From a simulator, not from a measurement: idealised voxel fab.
The following is a process module called voxel self aligned vias.
Displayed cross-section: cut, width of 240 nm, square cells sized 5 nm.
Square cells in a grid make up a cross-section in this document, and the grid is given as bands, listed from the top down, each one or more rows of cells. Basically the band line says how high the top is and how high the bottom is, in nm, and then what's in it from left to right, every material with its width in nm. Empty space shows up as "blank", and if a single material carries "throughout" it runs the full band edge to edge. Height datum 0, below which the as-received substrate wafer is one material. Lowest band open at the bottom, running downward: "0 down". The width entry "30..40" should be interpreted row by row: the top row of cells in the band takes the first number, the bottom row takes the second number, and the change between adjacent rows is uniform throughout. "same as before" for a step: no cell of the cross-section changed in that step. Reported under the label "Closed internal cavities" are the empty spaces having no open way to the top and comprising 8 cells or more; the notation for each is width x height at distance, in which the distance is measured from the left edge and all three values are in nm. On each step's line, the part that comes after the settings is the simulator's own comment on the step. The setting "overlay nm" may be written on the line of a step. When the step uses a mask, the value reports how far to the right of the planned place the mask lay, and a negative value reports that it lay to the left.
List of planned process steps:
- 1: RECEIVE: material Si
- 2: CONFORMAL_DEP: material SiO2, thk nm 15
- 3: CONFORMAL_DEP: material SiCN, thk nm 5
- 4: DIRECTIONAL_DEP: material SiO2, thk nm 20
- 5: DIRECTIONAL_DEP: material aC, thk nm 10
- 6: PATTERN: tone open, mask id LINES, material resist, width nm 25, pitch nm 55, thk nm 30, overlay nm 0
- 7: DIRECTIONAL_ETCH: etch materials aC, depth nm 10
- 8: STRIP: etch materials resist
- 9: DIRECTIONAL_ETCH: etch materials SiO2, depth nm 20
- 10: STRIP: etch materials aC
- 11: CONFORMAL_DEP: material TiN, thk nm 5
- 12: FILL_DEP: material W, thk nm 5
- 13: CMP: height nm 40
- 14: SELECTIVE_ETCH: etch materials W Ru TiN, depth nm 5
- 15: FILL_DEP: material SiN, thk nm 5
- 16: CMP: height nm 40
- 17: DIRECTIONAL_DEP: material SiO2, thk nm 20
- 18: DIRECTIONAL_DEP: material aC, thk nm 10
- 19: PATTERN: tone open, mask id VIAS, material resist, width nm 35, pitch nm 55, thk nm 25, overlay nm 0
- 20: DIRECTIONAL_ETCH: etch materials aC, depth nm 10
- 21: STRIP: etch materials resist
- 22: DIRECTIONAL_ETCH: etch materials SiO2, depth nm 20
- 23: DIRECTIONAL_ETCH: etch materials SiN, depth nm 5
- 24: STRIP: etch materials aC
- 25: CONFORMAL_DEP: material TiN, thk nm 5
- 26: FILL_DEP: material Ru, thk nm 5
- 27: CMP: height nm 60
- 28: CONFORMAL_DEP: material SiN, thk nm 5
As received (post step 1): cross-section:
    0 down | Si throughout
    Closed internal cavities: none
Starting wafer: above. Plan: above. Run: one mistake. Cross-section after the module: below:
    65 to 60 | SiN throughout
    60 to 45 | SiO2 (80); TiN (5); Ru (20); TiN (5); SiO2 (25); TiN (5); Ru (20); TiN (5); SiO2 (75)
    45 to 40 | SiO2 (80); TiN (5); Ru (15); TiN (10); SiO2 (25); TiN (5); Ru (15); TiN (10); SiO2 (75)
    40 to 35 | SiO2 (80); TiN (25); SiO2 (30); TiN (25); SiO2 (80)
    35 to 25 | SiO2 (80); TiN (5); W (15); TiN (5); SiO2 (30); TiN (5); W (15); TiN (5); SiO2 (80)
    25 to 20 | SiO2 (80); TiN (25); SiO2 (30); TiN (25); SiO2 (80)
    20 to 15 | SiCN throughout
    15 to 0 | SiO2 throughout
    0 down | Si throughout
    Closed internal cavities: none
Run error: not per plan at step 19, really ran PATTERN: tone open, mask id VIAS, material resist, width nm 30, pitch nm 55, thk nm 25, overlay nm 0
